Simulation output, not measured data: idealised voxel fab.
process module | voxel local oxidation
cross-section cut | 255 nm wide | cells 5 nm
A cross-section is a grid of square cells, given in bands from the top down. A band is one or more rows of cells.
Each band's line starts with the height of the band's top and of its bottom, in nm. Then come its materials from left to right, each with its width in nm. One material with "throughout" fills the band from edge to edge. "air" is empty space.
Height 0 is the level under which the wafer as received is all one material. The lowest band goes on downwards, as in "0 down".
A width such as "30 to 40" changes by the same amount from each row of cells to the next, from the band's top row to its bottom row.
"no change" after a step means that no cell of the cross-section changed.
closed voids: empty space of 8 cells or more with no open way to the top, each as width x height at its distance from the left edge, in nm
after a step's settings: what the simulator itself notes on the step
overlay nm, on a step with a mask: how far to the right of its planned place the mask lay; to the left if negative
plan
1 op RECEIVE | material Si
2 op CONFORMAL_DEP | material SiO2 | thk nm 5
3 op CONFORMAL_DEP | material SiN | thk nm 15
4 op DIRECTIONAL_DEP | material aC | thk nm 15
5 op PATTERN | tone cover | mask id ACTIVE | material resist | width nm 130 | thk nm 35 | overlay nm 0
6 op DIRECTIONAL_ETCH | etch materials aC | depth nm 15
7 op STRIP | etch materials resist
8 op DIRECTIONAL_ETCH | etch materials SiN | depth nm 15
9 op STRIP | etch materials aC
10 op SELECTIVE_ETCH | etch materials SiO2 | depth nm 5
11 op OXIDIZE | depth nm 15
12 op STRIP | etch materials SiN
as received, after step 1
  0 down: Si throughout
  closed voids: none
first wafer at the end, as planned
  5 to 0: air 65 | SiO2 120 | air 70
  0 to -15: SiO2 80 | Si 90 | SiO2 85
  -15 down: Si throughout
  closed voids: none
second wafer at the end: like start, like plan, one mistake
  5 to 0: air 60 | SiO2 130 | air 65
  0 to -15: SiO2 75 | Si 100 | SiO2 80
  -15 down: Si throughout
  closed voids: none
what went wrong: step 5 ran as: op PATTERN | tone cover | mask id ACTIVE | material resist | width nm 140 | thk nm 35 | overlay nm 0
at the end the second wafer has, in cells: 6 more of Si | 4 fewer of SiO2
